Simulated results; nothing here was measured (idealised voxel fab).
A process module follows: voxel released beams.
For reference, the cross-section in this document is cut, with width 205 nm and square cells of 5 nm.
Throughout this document, each cross-section is represented as a grid of square cells and is presented as a sequence of bands enumerated from the top downward, where a band comprises one or more rows of cells.
Band: top height; bottom height; in nm. Then, left to right: material with width in nm, for each material. "edge to edge": a single material spanning edge to edge. "blank": empty space.
Heights are reckoned from 0. Under this level, the received wafer is all of one material. The bottommost band is open-ended downward, for example "0 and below".
Think of "30->40" as a width that walks from the first number to the second as you go down the band, top row to bottom row, taking equal-sized steps from row to row.
Where the words "no modification" appear for a step, the cross-section shows no cell changed by that step; every cell remained as before.
The list in "Non-vented voids" covers empty spaces of 8 cells or more that cannot reach the top through any open way, and it gives each as width x height at distance; the distance is from the left edge, and width, height and distance are in nm.
after a step's settings: what the simulator itself notes on the step
The setting "overlay nm" may be written on the line of a step. When the step uses a mask, the value reports how far to the right of the planned place the mask lay, and a negative value reports that it lay to the left.
How should the pairs below be read? Each gives the cross-section before one process step and the cross-section after it, the latter drawn only to the lowest band that changed; the step that lies between them, with its settings, appears under the pair. Does a pair pick up where the pair above left off? Only where its entry headed "Pre-process" says so, since pairs can come from different runs of this module on the same starting wafer.
# Pre-process
  55 down to 40: 30 nm blank | 75 nm aC | 100 nm blank
  40 down to 35: 30 nm blank | 75 nm W | 100 nm blank
  35 down to 25: 30 nm aC | 75 nm W | 100 nm aC
  25 down to 20: 30 nm aC | 15 nm W | 45 nm SiO2 | 15 nm W | 100 nm aC
  20 down to 5: 45 nm W | 45 nm SiO2 | 115 nm W
  5 down to 0: SiN edge to edge
  0 and below: Si edge to edge
  Non-vented voids: none
# Post-Step Cross-Section
  90 down to 55: 40 nm blank | 120 nm resist | 45 nm blank
  55 down to 40: 30 nm blank | 75 nm aC | 55 nm resist | 45 nm blank
  40 down to 35: 30 nm blank | 75 nm W | 55 nm resist | 45 nm blank
  Heights below 35 show no change.
  Non-vented voids: none
Connecting step for the cross-sections above: PATTERN: tone cover, mask id BEAM, material resist, width nm 120, thk nm 35, overlay nm 0
Pre-process: the wafer arrives at this step looking as the after cross-section in the pair just above shows it.
# Post-Step Cross-Section
  75 down to 55: 40 nm blank | 120 nm resist | 45 nm blank
  55 down to 40: 40 nm blank | 65 nm aC | 55 nm resist | 45 nm blank
  40 down to 35: 30 nm blank | 75 nm W | 55 nm resist | 45 nm blank
  35 down to 25: 30 nm blank | 75 nm W | 55 nm aC | 45 nm blank
  25 down to 20: 30 nm blank | 15 nm W | 45 nm SiO2 | 15 nm W | 55 nm aC | 45 nm blank
  Heights below 20 show no change.
  Non-vented voids: none
Connecting step for the cross-sections above: DIRECTIONAL_ETCH: etch materials aC, depth nm 15
Pre-process: the wafer arrives at this step looking as the after cross-section in the pair just above shows it.
# Post-Step Cross-Section
  55 down to 40: 40 nm blank | 65 nm aC | 100 nm blank
  40 down to 35: 30 nm blank | 75 nm W | 100 nm blank
  Heights below 35 show no change.
  Non-vented voids: none
Connecting step for the cross-sections above: STRIP: etch materials resist
Pre-process: the wafer arrives at this step looking as the after cross-section in the pair just above shows it.
# Post-Step Cross-Section
  55 down to 40: 40 nm blank | 65 nm aC | 100 nm blank
  40 down to 35: 40 nm blank | 65 nm W | 100 nm blank
  35 down to 25: 40 nm blank | 65 nm W | 55 nm aC | 45 nm blank
  25 down to 20: 30 nm blank | 15 nm W | 45 nm SiO2 | 15 nm W | 55 nm aC | 45 nm blank
  20 down to 5: 30 nm blank | 15 nm W | 45 nm SiO2 | 70 nm W | 45 nm blank
  Heights below 5 show no change.
  Non-vented voids: none
Connecting step for the cross-sections above: DIRECTIONAL_ETCH: etch materials W, depth nm 15
Pre-process: the wafer arrives at this step looking as the after cross-section in the pair just above shows it.
# Post-Step Cross-Section
  40 down to 25: 40 nm blank | 65 nm W | 100 nm blank
  25 down to 20: 30 nm blank | 15 nm W | 45 nm SiO2 | 15 nm W | 100 nm blank
  Heights below 20 show no change.
  Non-vented voids: none
Connecting step for the cross-sections above: STRIP: etch materials aC
